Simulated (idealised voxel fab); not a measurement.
Process module under the name voxel air gaps
In the cross-section labelled cut, the width is 170 nm and each square cell is 5 nm.
How to read a cross-section here: the picture is a grid of square cells, written as bands going from the top down, and any band can span one or more rows of cells.
Band: top height; bottom height; in nm. Then, left to right: material with width in nm, for each material. "edge to edge": a single material spanning edge to edge. "blank": empty space.
It should be noted that heights are counted from 0, beneath which the wafer as supplied is of one material throughout, and that the lowest band possesses no lower boundary but continues downward, as written in "0 nm and below".
The expression "30->40" gives the width at the extremes of the band, the first number at its top row of cells and the second at its bottom row, with the width changing by equal amounts from each row to the next in between.
It should be understood that the words "same as before", when stated for a given step, signify that the cross-section underwent no change in any of its cells during that step.
Listed in "Fully sealed voids": every empty space of 8 or more cells without an open way to the top. Form: width x height at distance, the distance being from the left edge, all in nm.
Note: text after step settings on the step line = simulator remark on that step.
Each step line may optionally specify "overlay nm", which for a step with a mask gives the rightward distance between the mask's planned place and where it lay, a negative value indicating the leftward direction.

-- Listed below are the process steps as planned
1) RECEIVE [material Si]
2) CONFORMAL_DEP [material SiO2] [thk nm 15]
3) CONFORMAL_DEP [material SiN] [thk nm 5]
4) DIRECTIONAL_DEP [material SiO2] [thk nm 40]
5) MASKED_ETCH [tone open] [mask id LINES] [width nm 25] [pitch nm 50] [etch materials SiO2] [depth nm 40] [overlay nm 0]
6) CONFORMAL_DEP [material TiN] [thk nm 5]
7) FILL_DEP [material W] [thk nm 5]
8) CMP [height nm 60]
9) EPI [material Ru] [thk nm 10]
10) SELECTIVE_ETCH [etch materials SiO2] [depth nm 50]
11) CONFORMAL_DEP [material SiCN] [thk nm 5]

-- The cross-section here shows the wafer as received, i.e. in its state after step 1
> 0 nm and below  Si edge to edge
> Fully sealed voids: none

-- Same starting wafer, same plan as above, one mistake in the execution; this is the cross-section at the end of the module
> 70 nm to 65 nm  5 of blank, 155 of SiCN, 10 of blank
> 65 nm to 55 nm  5 of blank, 5 of SiCN, 45 of Ru, 5 of SiCN, 45 of Ru, 5 of SiCN, 45 of Ru, 5 of SiCN, 10 of blank
> 55 nm to 50 nm  5 of blank, 15 of SiCN, 5 of TiN, 15 of W, 5 of TiN, 25 of SiCN, 5 of TiN, 15 of W, 5 of TiN, 25 of SiCN, 5 of TiN, 15 of W, 5 of TiN, 15 of SiCN, 10 of blank
> 50 nm to 25 nm  15 of blank, 5 of SiCN, 5 of TiN, 15 of W, 5 of TiN, 5 of SiCN, 15 of blank, 5 of SiCN, 5 of TiN, 15 of W, 5 of TiN, 5 of SiCN, 15 of blank, 5 of SiCN, 5 of TiN, 15 of W, 5 of TiN, 5 of SiCN, 20 of blank
> 25 nm to 20 nm  20 of SiCN, 25 of TiN, 25 of SiCN, 25 of TiN, 25 of SiCN, 25 of TiN, 25 of SiCN
> 20 nm to 15 nm  SiN edge to edge
> 15 nm to 0 nm  SiO2 edge to edge
> 0 nm and below  Si edge to edge
> Fully sealed voids: 15 x 25 at 50; 15 x 25 at 100
Processing error: so step 8 ended up running with a different setting than we planned, it ran as CMP [height nm 55]
